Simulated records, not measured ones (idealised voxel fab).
Presented below is a process module, voxel capacitor over wiring.
Displayed cross-section: cut, width of 255 nm, square cells sized 5 nm.
Cross-section, as written here: a square-cell grid given band by band from the top down, where a band holds one or more rows of cells. A band entry consists of two parts. The first gives the height of the band's top and the height of its bottom, in nm. The rest lists the band's materials from left to right, each with its width in nm. A single material labelled with the word "all across" fills the band from edge to edge, and the word "empty" marks empty space. Height reference: 0 = level under which incoming wafer is all one material. Lowest band: no bottom, runs on downward, e.g. "0..down". When a width is written as two numbers, as in "30->40", the first number is the width in the top row of cells of the band and the second is the width in its bottom row, and the width changes by the same amount from each row to the next. "same as before", as given for a step, is the statement that not any cell of the cross-section underwent a change during that step. Voids not open to the top, 8 cells minimum: see "Voids, sealed". Written width x height at distance; distance is from the left edge; nm. Past the settings on a step's line: simulator remark, on that step. When a step includes a mask, the "overlay nm" setting on its line states how far to the right of its planned place that mask lay, and negative values state how far to the left.
THE PLANNED PROCESS STEPS ARE ENUMERATED HEREUNDER
1,RECEIVE,material Si
2,CONFORMAL_DEP,material SiO2,thk nm 15
3,DIRECTIONAL_DEP,material TiN,thk nm 5
4,DIRECTIONAL_DEP,material W,thk nm 15
5,MASKED_ETCH,tone cover,mask id METAL_1,width nm 25,pitch nm 85,etch materials W,depth nm 15,overlay nm 0
6,MASKED_ETCH,tone cover,mask id METAL_1,width nm 25,pitch nm 85,etch materials TiN,depth nm 5,overlay nm 0
7,CONFORMAL_DEP,material SiCN,thk nm 5
8,FILL_DEP,material lowk,thk nm 10
9,CMP,height nm 35
10,CONFORMAL_DEP,material SiCN,thk nm 5
11,DIRECTIONAL_DEP,material lowk,thk nm 10
12,DIRECTIONAL_DEP,material aC,thk nm 15
13,PATTERN,tone open,mask id PLUG_1,material resist,width nm 15,thk nm 30,overlay nm 0
14,DIRECTIONAL_ETCH,etch materials aC,depth nm 15
15,STRIP,etch materials resist
16,DIRECTIONAL_ETCH,etch materials lowk,depth nm 10
17,DIRECTIONAL_ETCH,etch materials SiCN,depth nm 5
18,STRIP,etch materials aC
19,CONFORMAL_DEP,material TiN,thk nm 5
20,FILL_DEP,material Cu,thk nm 5
21,CMP,height nm 50
22,DIRECTIONAL_DEP,material TiN,thk nm 5
23,DIRECTIONAL_DEP,material HfO2,thk nm 5
24,DIRECTIONAL_DEP,material TiN,thk nm 10
25,DIRECTIONAL_DEP,material aC,thk nm 15
26,PATTERN,tone cover,mask id UPPER_PLATE,material resist,width nm 65,thk nm 35,overlay nm 0
27,DIRECTIONAL_ETCH,etch materials aC,depth nm 15
28,STRIP,etch materials resist
29,DIRECTIONAL_ETCH,etch materials TiN,depth nm 10
30,DIRECTIONAL_ETCH,etch materials HfO2,depth nm 5
31,STRIP,etch materials aC
32,DIRECTIONAL_DEP,material aC,thk nm 15
33,PATTERN,tone cover,mask id LOWER_PLATE,material resist,width nm 75,thk nm 30,overlay nm 0
34,DIRECTIONAL_ETCH,etch materials aC,depth nm 15
35,STRIP,etch materials resist
36,DIRECTIONAL_ETCH,etch materials TiN,depth nm 5
37,STRIP,etch materials aC
38,FILL_DEP,material SiO2,thk nm 20
39,CMP,height nm 85
40,PATTERN,tone open,mask id PLUG_2,material resist,width nm 15,thk nm 15,overlay nm 0
41,DIRECTIONAL_ETCH,etch materials SiO2,depth nm 15
42,STRIP,etch materials resist
43,CONFORMAL_DEP,material TiN,thk nm 5
44,FILL_DEP,material Cu,thk nm 5
45,CMP,height nm 85
46,CONFORMAL_DEP,material SiCN,thk nm 5
FIRST OF TWO WAFERS, WITH THE RUN CARRIED OUT AS PLANNED
AS RECEIVED, AFTER STEP 1
* 0..down: Si all across
* Voids, sealed: none
STATE OF THE WAFER AFTER STEP 2, SHOWN IN CROSS-SECTION
* 15..0: SiO2 all across
* Note: structure below 0 unchanged.
STATE OF THE WAFER AFTER STEP 3, SHOWN IN CROSS-SECTION
* 20..15: TiN all across
* Note: structure below 15 unchanged.
STATE OF THE WAFER AFTER STEP 4, SHOWN IN CROSS-SECTION
* 35..20: W all across
* Note: structure below 20 unchanged.
STATE OF THE WAFER AFTER STEP 5, SHOWN IN CROSS-SECTION
* 35..20: empty 70, W 25, empty 60, W 25, empty 75
* Note: structure below 20 unchanged.
STATE OF THE WAFER AFTER STEP 6, SHOWN IN CROSS-SECTION
* 35..20: empty 70, W 25, empty 60, W 25, empty 75
* 20..15: empty 70, TiN 25, empty 60, TiN 25, empty 75
* Note: structure below 15 unchanged.
STATE OF THE WAFER AFTER STEP 7, SHOWN IN CROSS-SECTION
* 40..35: empty 65, SiCN 35, empty 50, SiCN 35, empty 70
* 35..20: empty 65, SiCN 5, W 25, SiCN 5, empty 50, SiCN 5, W 25, SiCN 5, empty 70
* 20..15: SiCN 70, TiN 25, SiCN 60, TiN 25, SiCN 75
* Note: structure below 15 unchanged.
STATE OF THE WAFER AFTER STEP 8, SHOWN IN CROSS-SECTION
* 50..40: lowk all across
* 40..35: lowk 65, SiCN 35, lowk 50, SiCN 35, lowk 70
* 35..20: lowk 65, SiCN 5, W 25, SiCN 5, lowk 50, SiCN 5, W 25, SiCN 5, lowk 70
* Note: structure below 20 unchanged.
STATE OF THE WAFER AFTER STEP 9, SHOWN IN CROSS-SECTION
* 35..20: lowk 65, SiCN 5, W 25, SiCN 5, lowk 50, SiCN 5, W 25, SiCN 5, lowk 70
* Note: structure below 20 unchanged.
STATE OF THE WAFER AFTER STEP 10, SHOWN IN CROSS-SECTION
* 40..35: SiCN all across
* Note: structure below 35 unchanged.
STATE OF THE WAFER AFTER STEP 11, SHOWN IN CROSS-SECTION
* 50..40: lowk all across
* Note: structure below 40 unchanged.
STATE OF THE WAFER AFTER STEP 12, SHOWN IN CROSS-SECTION
* 65..50: aC all across
* Note: structure below 50 unchanged.
STATE OF THE WAFER AFTER STEP 13, SHOWN IN CROSS-SECTION
* 95..65: resist 80, empty 15, resist 160
* Note: structure below 65 unchanged.
STATE OF THE WAFER AFTER STEP 14, SHOWN IN CROSS-SECTION
* 80..65: resist 80, empty 15, resist 160
* 65..50: aC 80, empty 15, aC 160
* Note: structure below 50 unchanged.
STATE OF THE WAFER AFTER STEP 15, SHOWN IN CROSS-SECTION
* 65..50: aC 80, empty 15, aC 160
* Note: structure below 50 unchanged.
STATE OF THE WAFER AFTER STEP 16, SHOWN IN CROSS-SECTION
* 65..50: aC 80, empty 15, aC 160
* 50..40: lowk 80, empty 15, lowk 160
* Note: structure below 40 unchanged.
STATE OF THE WAFER AFTER STEP 17, SHOWN IN CROSS-SECTION
* 65..50: aC 80, empty 15, aC 160
* 50..40: lowk 80, empty 15, lowk 160
* 40..35: SiCN 80, empty 15, SiCN 160
* Note: structure below 35 unchanged.
STATE OF THE WAFER AFTER STEP 18, SHOWN IN CROSS-SECTION
* 50..40: lowk 80, empty 15, lowk 160
* Note: structure below 40 unchanged.
STATE OF THE WAFER AFTER STEP 19, SHOWN IN CROSS-SECTION
* 55..50: TiN 85, empty 5, TiN 165
* 50..40: lowk 80, TiN 5, empty 5, TiN 5, lowk 160
* 40..35: SiCN 80, TiN 15, SiCN 160
* Note: structure below 35 unchanged.
STATE OF THE WAFER AFTER STEP 20, SHOWN IN CROSS-SECTION
* 60..55: Cu all across
* 55..50: TiN 85, Cu 5, TiN 165
* 50..40: lowk 80, TiN 5, Cu 5, TiN 5, lowk 160
* Note: structure below 40 unchanged.
STATE OF THE WAFER AFTER STEP 21, SHOWN IN CROSS-SECTION
* 50..40: lowk 80, TiN 5, Cu 5, TiN 5, lowk 160
* Note: structure below 40 unchanged.
STATE OF THE WAFER AFTER STEP 22, SHOWN IN CROSS-SECTION
* 55..50: TiN all across
* Note: structure below 50 unchanged.
STATE OF THE WAFER AFTER STEP 23, SHOWN IN CROSS-SECTION
* 60..55: HfO2 all across
* Note: structure below 55 unchanged.
STATE OF THE WAFER AFTER STEP 24, SHOWN IN CROSS-SECTION
* 70..60: TiN all across
* Note: structure below 60 unchanged.
STATE OF THE WAFER AFTER STEP 25, SHOWN IN CROSS-SECTION
* 85..70: aC all across
* Note: structure below 70 unchanged.
STATE OF THE WAFER AFTER STEP 26, SHOWN IN CROSS-SECTION
* 120..85: empty 80, resist 65, empty 110
* Note: structure below 85 unchanged.
STATE OF THE WAFER AFTER STEP 27, SHOWN IN CROSS-SECTION
* 105..85: empty 80, resist 65, empty 110
* 85..70: empty 80, aC 65, empty 110
* Note: structure below 70 unchanged.
STATE OF THE WAFER AFTER STEP 28, SHOWN IN CROSS-SECTION
* 85..70: empty 80, aC 65, empty 110
* Note: structure below 70 unchanged.
STATE OF THE WAFER AFTER STEP 29, SHOWN IN CROSS-SECTION
* 85..70: empty 80, aC 65, empty 110
* 70..60: empty 80, TiN 65, empty 110
* Note: structure below 60 unchanged.
STATE OF THE WAFER AFTER STEP 30, SHOWN IN CROSS-SECTION
* 85..70: empty 80, aC 65, empty 110
* 70..60: empty 80, TiN 65, empty 110
* 60..55: empty 80, HfO2 65, empty 110
* Note: structure below 55 unchanged.
STATE OF THE WAFER AFTER STEP 31, SHOWN IN CROSS-SECTION
* 70..60: empty 80, TiN 65, empty 110
* Note: structure below 60 unchanged.
STATE OF THE WAFER AFTER STEP 32, SHOWN IN CROSS-SECTION
* 85..70: empty 80, aC 65, empty 110
* 70..60: aC 80, TiN 65, aC 110
* 60..55: aC 80, HfO2 65, aC 110
* Note: structure below 55 unchanged.
STATE OF THE WAFER AFTER STEP 33, SHOWN IN CROSS-SECTION
* 115..85: empty 75, resist 75, empty 105
* 85..70: empty 75, resist 5, aC 65, resist 5, empty 105
* Note: structure below 70 unchanged.
STATE OF THE WAFER AFTER STEP 34, SHOWN IN CROSS-SECTION
* 100..85: empty 75, resist 75, empty 105
* 85..70: empty 75, resist 5, aC 65, resist 5, empty 105
* 70..60: empty 75, aC 5, TiN 65, aC 5, empty 105
* 60..55: empty 75, aC 5, HfO2 65, aC 5, empty 105
* Note: structure below 55 unchanged.
STATE OF THE WAFER AFTER STEP 35, SHOWN IN CROSS-SECTION
* 85..70: empty 80, aC 65, empty 110
* Note: structure below 70 unchanged.
STATE OF THE WAFER AFTER STEP 36, SHOWN IN CROSS-SECTION
* 85..70: empty 80, aC 65, empty 110
* 70..60: empty 75, aC 5, TiN 65, aC 5, empty 105
* 60..55: empty 75, aC 5, HfO2 65, aC 5, empty 105
* 55..50: empty 75, TiN 75, empty 105
* Note: structure below 50 unchanged.
STATE OF THE WAFER AFTER STEP 37, SHOWN IN CROSS-SECTION
* 70..60: empty 80, TiN 65, empty 110
* 60..55: empty 80, HfO2 65, empty 110
* Note: structure below 55 unchanged.
STATE OF THE WAFER AFTER STEP 38, SHOWN IN CROSS-SECTION
* 90..70: SiO2 all across
* 70..60: SiO2 80, TiN 65, SiO2 110
* 60..55: SiO2 80, HfO2 65, SiO2 110
* 55..50: SiO2 75, TiN 75, SiO2 105
* Note: structure below 50 unchanged.
STATE OF THE WAFER AFTER STEP 39, SHOWN IN CROSS-SECTION
* 85..70: SiO2 all across
* Note: structure below 70 unchanged.
STATE OF THE WAFER AFTER STEP 40, SHOWN IN CROSS-SECTION
* 100..85: resist 90, empty 15, resist 150
* Note: structure below 85 unchanged.
STATE OF THE WAFER AFTER STEP 41, SHOWN IN CROSS-SECTION
* 100..85: resist 90, empty 15, resist 150
* 85..70: SiO2 90, empty 15, SiO2 150
* Note: structure below 70 unchanged.
STATE OF THE WAFER AFTER STEP 42, SHOWN IN CROSS-SECTION
* 85..70: SiO2 90, empty 15, SiO2 150
* Note: structure below 70 unchanged.
STATE OF THE WAFER AFTER STEP 43, SHOWN IN CROSS-SECTION
* 90..85: TiN 95, empty 5, TiN 155
* 85..75: SiO2 90, TiN 5, empty 5, TiN 5, SiO2 150
* 75..70: SiO2 90, TiN 15, SiO2 150
* Note: structure below 70 unchanged.
STATE OF THE WAFER AFTER STEP 44, SHOWN IN CROSS-SECTION
* 95..90: Cu all across
* 90..85: TiN 95, Cu 5, TiN 155
* 85..75: SiO2 90, TiN 5, Cu 5, TiN 5, SiO2 150
* Note: structure below 75 unchanged.
STATE OF THE WAFER AFTER STEP 45, SHOWN IN CROSS-SECTION
* 85..75: SiO2 90, TiN 5, Cu 5, TiN 5, SiO2 150
* Note: structure below 75 unchanged.
STATE OF THE WAFER AFTER STEP 46, SHOWN IN CROSS-SECTION
* 90..85: SiCN all across
* Note: structure below 85 unchanged.
COMPANION WAFER, THE SECOND OF TWO: SAME BEGINNING, SAME INTENDED SEQUENCE, ONE MISTAKE IN CARRYING IT OUT; THROUGH STEP 1 INCLUSIVE IT TRACKS THE FIRST EXACTLY
WHEN STEP 2 SHOULD HAVE ENDED
* 30..0: SiO2 all across
* Note: structure below 0 unchanged.
WHEN STEP 3 SHOULD HAVE ENDED
* 35..30: TiN all across
* Note: structure below 30 unchanged.
WHEN STEP 4 SHOULD HAVE ENDED
* 50..35: W all across
* Note: structure below 35 unchanged.
WHEN STEP 5 SHOULD HAVE ENDED
* 50..35: empty 70, W 25, empty 60, W 25, empty 75
* Note: structure below 35 unchanged.
WHEN STEP 6 SHOULD HAVE ENDED
* 50..35: empty 70, W 25, empty 60, W 25, empty 75
* 35..30: empty 70, TiN 25, empty 60, TiN 25, empty 75
* Note: structure below 30 unchanged.
WHEN STEP 7 SHOULD HAVE ENDED
* 55..50: empty 65, SiCN 35, empty 50, SiCN 35, empty 70
* 50..35: empty 65, SiCN 5, W 25, SiCN 5, empty 50, SiCN 5, W 25, SiCN 5, empty 70
* 35..30: SiCN 70, TiN 25, SiCN 60, TiN 25, SiCN 75
* Note: structure below 30 unchanged.
WHEN STEP 8 SHOULD HAVE ENDED
* 65..55: lowk all across
* 55..50: lowk 65, SiCN 35, lowk 50, SiCN 35, lowk 70
* 50..35: lowk 65, SiCN 5, W 25, SiCN 5, lowk 50, SiCN 5, W 25, SiCN 5, lowk 70
* Note: structure below 35 unchanged.
WHEN STEP 9 SHOULD HAVE ENDED
* 35..30: SiCN 70, TiN 25, SiCN 60, TiN 25, SiCN 75
* Note: structure below 30 unchanged.
WHEN STEP 10 SHOULD HAVE ENDED
* 40..35: SiCN all across
* Note: structure below 35 unchanged.
WHEN STEP 11 SHOULD HAVE ENDED
* 50..40: lowk all across
* Note: structure below 40 unchanged.
WHEN STEP 12 SHOULD HAVE ENDED
* 65..50: aC all across
* Note: structure below 50 unchanged.
WHEN STEP 13 SHOULD HAVE ENDED
* 95..65: resist 80, empty 15, resist 160
* Note: structure below 65 unchanged.
WHEN STEP 14 SHOULD HAVE ENDED
* 80..65: resist 80, empty 15, resist 160
* 65..50: aC 80, empty 15, aC 160
* Note: structure below 50 unchanged.
WHEN STEP 15 SHOULD HAVE ENDED
* 65..50: aC 80, empty 15, aC 160
* Note: structure below 50 unchanged.
WHEN STEP 16 SHOULD HAVE ENDED
* 65..50: aC 80, empty 15, aC 160
* 50..40: lowk 80, empty 15, lowk 160
* Note: structure below 40 unchanged.
WHEN STEP 17 SHOULD HAVE ENDED
* 65..50: aC 80, empty 15, aC 160
* 50..40: lowk 80, empty 15, lowk 160
* 40..35: SiCN 80, empty 15, SiCN 160
* Note: structure below 35 unchanged.
WHEN STEP 18 SHOULD HAVE ENDED
* 50..40: lowk 80, empty 15, lowk 160
* Note: structure below 40 unchanged.
WHEN STEP 19 SHOULD HAVE ENDED
* 55..50: TiN 85, empty 5, TiN 165
* 50..40: lowk 80, TiN 5, empty 5, TiN 5, lowk 160
* 40..35: SiCN 80, TiN 15, SiCN 160
* Note: structure below 35 unchanged.
WHEN STEP 20 SHOULD HAVE ENDED
* 60..55: Cu all across
* 55..50: TiN 85, Cu 5, TiN 165
* 50..40: lowk 80, TiN 5, Cu 5, TiN 5, lowk 160
* Note: structure below 40 unchanged.
WHEN STEP 21 SHOULD HAVE ENDED
* 50..40: lowk 80, TiN 5, Cu 5, TiN 5, lowk 160
* Note: structure below 40 unchanged.
WHEN STEP 22 SHOULD HAVE ENDED
* 55..50: TiN all across
* Note: structure below 50 unchanged.
WHEN STEP 23 SHOULD HAVE ENDED
* 60..55: HfO2 all across
* Note: structure below 55 unchanged.
WHEN STEP 24 SHOULD HAVE ENDED
* 70..60: TiN all across
* Note: structure below 60 unchanged.
WHEN STEP 25 SHOULD HAVE ENDED
* 85..70: aC all across
* Note: structure below 70 unchanged.
WHEN STEP 26 SHOULD HAVE ENDED
* 120..85: empty 80, resist 65, empty 110
* Note: structure below 85 unchanged.
WHEN STEP 27 SHOULD HAVE ENDED
* 105..85: empty 80, resist 65, empty 110
* 85..70: empty 80, aC 65, empty 110
* Note: structure below 70 unchanged.
WHEN STEP 28 SHOULD HAVE ENDED
* 85..70: empty 80, aC 65, empty 110
* Note: structure below 70 unchanged.
WHEN STEP 29 SHOULD HAVE ENDED
* 85..70: empty 80, aC 65, empty 110
* 70..60: empty 80, TiN 65, empty 110
* Note: structure below 60 unchanged.
WHEN STEP 30 SHOULD HAVE ENDED
* 85..70: empty 80, aC 65, empty 110
* 70..60: empty 80, TiN 65, empty 110
* 60..55: empty 80, HfO2 65, empty 110
* Note: structure below 55 unchanged.
WHEN STEP 31 SHOULD HAVE ENDED
* 70..60: empty 80, TiN 65, empty 110
* Note: structure below 60 unchanged.
WHEN STEP 32 SHOULD HAVE ENDED
* 85..70: empty 80, aC 65, empty 110
* 70..60: aC 80, TiN 65, aC 110
* 60..55: aC 80, HfO2 65, aC 110
* Note: structure below 55 unchanged.
WHEN STEP 33 SHOULD HAVE ENDED
* 115..85: empty 75, resist 75, empty 105
* 85..70: empty 75, resist 5, aC 65, resist 5, empty 105
* Note: structure below 70 unchanged.
WHEN STEP 34 SHOULD HAVE ENDED
* 100..85: empty 75, resist 75, empty 105
* 85..70: empty 75, resist 5, aC 65, resist 5, empty 105
* 70..60: empty 75, aC 5, TiN 65, aC 5, empty 105
* 60..55: empty 75, aC 5, HfO2 65, aC 5, empty 105
* Note: structure below 55 unchanged.
WHEN STEP 35 SHOULD HAVE ENDED
* 85..70: empty 80, aC 65, empty 110
* Note: structure below 70 unchanged.
WHEN STEP 36 SHOULD HAVE ENDED
* 85..70: empty 80, aC 65, empty 110
* 70..60: empty 75, aC 5, TiN 65, aC 5, empty 105
* 60..55: empty 75, aC 5, HfO2 65, aC 5, empty 105
* 55..50: empty 75, TiN 75, empty 105
* Note: structure below 50 unchanged.
WHEN STEP 37 SHOULD HAVE ENDED
* 70..60: empty 80, TiN 65, empty 110
* 60..55: empty 80, HfO2 65, empty 110
* Note: structure below 55 unchanged.
WHEN STEP 38 SHOULD HAVE ENDED
* 90..70: SiO2 all across
* 70..60: SiO2 80, TiN 65, SiO2 110
* 60..55: SiO2 80, HfO2 65, SiO2 110
* 55..50: SiO2 75, TiN 75, SiO2 105
* Note: structure below 50 unchanged.
WHEN STEP 39 SHOULD HAVE ENDED
* 85..70: SiO2 all across
* Note: structure below 70 unchanged.
WHEN STEP 40 SHOULD HAVE ENDED
* 100..85: resist 90, empty 15, resist 150
* Note: structure below 85 unchanged.
WHEN STEP 41 SHOULD HAVE ENDED
* 100..85: resist 90, empty 15, resist 150
* 85..70: SiO2 90, empty 15, SiO2 150
* Note: structure below 70 unchanged.
WHEN STEP 42 SHOULD HAVE ENDED
* 85..70: SiO2 90, empty 15, SiO2 150
* Note: structure below 70 unchanged.
WHEN STEP 43 SHOULD HAVE ENDED
* 90..85: TiN 95, empty 5, TiN 155
* 85..75: SiO2 90, TiN 5, empty 5, TiN 5, SiO2 150
* 75..70: SiO2 90, TiN 15, SiO2 150
* Note: structure below 70 unchanged.
WHEN STEP 44 SHOULD HAVE ENDED
* 95..90: Cu all across
* 90..85: TiN 95, Cu 5, TiN 155
* 85..75: SiO2 90, TiN 5, Cu 5, TiN 5, SiO2 150
* Note: structure below 75 unchanged.
WHEN STEP 45 SHOULD HAVE ENDED
* 85..75: SiO2 90, TiN 5, Cu 5, TiN 5, SiO2 150
* Note: structure below 75 unchanged.
WHEN STEP 46 SHOULD HAVE ENDED
* 90..85: SiCN all across
* Note: structure below 85 unchanged.
So what did we get wrong on this run? the plan's step 2 ran twice
Bottom line after processing is that, in cells, the second wafer is up or down on some materials versus the first: SiCN: 12 fewer; SiO2: 153 more; W: 30 fewer; lowk: 111 fewer
